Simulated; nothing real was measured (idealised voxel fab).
process module | voxel transistor to metal
cross-section cut | 215 nm wide | cells 5 nm
A cross-section is a grid of square cells, given in bands from the top down. A band is one or more rows of cells.
Each band's line starts with the height of the band's top and of its bottom, in nm. Then come its materials from left to right, each with its width in nm. One material with "throughout" fills the band from edge to edge. "air" is empty space.
Height 0 is the level under which the wafer as received is all one material. The lowest band goes on downwards, as in "0 down".
A width such as "30 to 40" changes by the same amount from each row of cells to the next, from the band's top row to its bottom row.
"no change" after a step means that no cell of the cross-section changed.
closed voids: empty space of 8 cells or more with no open way to the top, each as width x height at its distance from the left edge, in nm
after a step's settings: what the simulator itself notes on the step
overlay nm, on a step with a mask: how far to the right of its planned place the mask lay; to the left if negative
plan
1 op RECEIVE | material Si
2 op OXIDIZE | depth nm 5
3 op CONFORMAL_DEP | material SiN | thk nm 10
4 op DIRECTIONAL_DEP | material aC | thk nm 10
5 op PATTERN | tone cover | mask id ACTIVE | material resist | width nm 110 | thk nm 25 | overlay nm 0
6 op DIRECTIONAL_ETCH | etch materials aC | depth nm 10
7 op STRIP | etch materials resist
8 op DIRECTIONAL_ETCH | etch materials SiN | depth nm 10
9 op DIRECTIONAL_ETCH | etch materials SiO2 | depth nm 5
10 op DIRECTIONAL_ETCH | etch materials Si | depth nm 35
11 op STRIP | etch materials aC
12 op OXIDIZE | depth nm 5
13 op FILL_DEP | material SiO2 | thk nm 10
14 op CMP | height nm 10
15 op SELECTIVE_ETCH | etch materials SiO2 | depth nm 10
16 op STRIP | etch materials SiN
17 op SELECTIVE_ETCH | etch materials SiO2 | depth nm 5
18 op OXIDIZE | depth nm 5
19 op DIRECTIONAL_DEP | material polySi | thk nm 25
20 op DIRECTIONAL_DEP | material SiCN | thk nm 10
21 op MASKED_ETCH | tone cover | mask id GATE | width nm 30 | etch materials SiCN | depth nm 20 | overlay nm 0
22 op MASKED_ETCH | tone cover | mask id GATE | width nm 30 | etch materials polySi | depth nm 35 | overlay nm 0
23 op CONFORMAL_DEP | material SiO2 | thk nm 5
24 op DIRECTIONAL_ETCH | etch materials SiO2 | depth nm 5
25 op CONFORMAL_DEP | material SiN | thk nm 5
26 op DIRECTIONAL_ETCH | etch materials SiN | depth nm 5
27 op DIRECTIONAL_ETCH | etch materials SiO2 | depth nm 5
28 op DIRECTIONAL_ETCH | etch materials Si | depth nm 15
29 op EPI | material SiGe | thk nm 20
30 op FILL_DEP | material SiO2 | thk nm 5
31 op CMP | height nm 20
32 op STRIP | etch materials polySi
33 op SELECTIVE_ETCH | etch materials SiO2 | depth nm 5
34 op CONFORMAL_DEP | material HfO2 | thk nm 5
35 op CONFORMAL_DEP | material TiN | thk nm 5
36 op FILL_DEP | material W | thk nm 10
37 op CMP | height nm 15
38 op DIRECTIONAL_DEP | material SiO2 | thk nm 10
39 op PATTERN | tone open | mask id CONTACT | material resist | width nm 15 | pitch nm 75 | thk nm 15 | overlay nm 0
40 op DIRECTIONAL_ETCH | etch materials SiO2 | depth nm 15
41 op STRIP | etch materials resist
42 op CONFORMAL_DEP | material TiN | thk nm 5
43 op FILL_DEP | material W | thk nm 10
44 op CMP | height nm 25
45 op CONFORMAL_DEP | material SiCN | thk nm 5
46 op DIRECTIONAL_DEP | material lowk | thk nm 25
47 op MASKED_ETCH | tone open | mask id METAL_1 | width nm 15 | pitch nm 75 | etch materials lowk | depth nm 25 | overlay nm 0
48 op MASKED_ETCH | tone open | mask id METAL_1 | width nm 15 | pitch nm 75 | etch materials SiCN | depth nm 5 | overlay nm 0
49 op CONFORMAL_DEP | material TiN | thk nm 5
50 op FILL_DEP | material W | thk nm 10
51 op CMP | height nm 55
52 op CONFORMAL_DEP | material SiCN | thk nm 5
as received, after step 1
  0 down: Si throughout
  closed voids: none
a wafer at the end: this start, this plan, one mistake
  60 to 55: SiCN throughout
  55 to 35: lowk 50 | TiN 5 | W 5 | TiN 5 | lowk 60 | TiN 5 | W 5 | TiN 5 | lowk 75
  35 to 30: lowk 50 | TiN 15 | lowk 60 | TiN 15 | lowk 75
  30 to 25: SiCN 60 | TiN 5 | SiCN 70 | TiN 5 | SiCN 75
  25 to 15: SiO2 60 | TiN 5 | W 5 | TiN 5 | SiO2 60 | TiN 5 | W 5 | TiN 5 | SiO2 65
  15 to 10: SiO2 60 | TiN 15 | SiO2 5 | SiN 5 | HfO2 5 | TiN 5 | W 20 | TiN 5 | HfO2 5 | SiN 5 | SiO2 5 | TiN 15 | SiO2 65
  10 to 0: SiO2 60 | SiGe 20 | SiN 5 | HfO2 5 | TiN 5 | W 20 | TiN 5 | HfO2 5 | SiN 5 | SiGe 20 | SiO2 65
  0 to -5: SiO2 60 | SiGe 20 | SiN 5 | HfO2 5 | TiN 30 | HfO2 5 | SiN 5 | SiGe 20 | SiO2 65
  -5 to -10: SiO2 50 | SiGe 30 | SiO2 5 | HfO2 40 | SiO2 5 | SiGe 30 | SiO2 55
  -10 to -25: SiO2 55 | SiGe 25 | Si 50 | SiGe 25 | SiO2 60
  -25 to -45: SiO2 55 | Si 100 | SiO2 60
  -45 down: Si throughout
  closed voids: none
what went wrong: step 47 ran as: op MASKED_ETCH | tone open | mask id METAL_1 | width nm 15 | pitch nm 75 | etch materials lowk | depth nm 25 | overlay nm -10
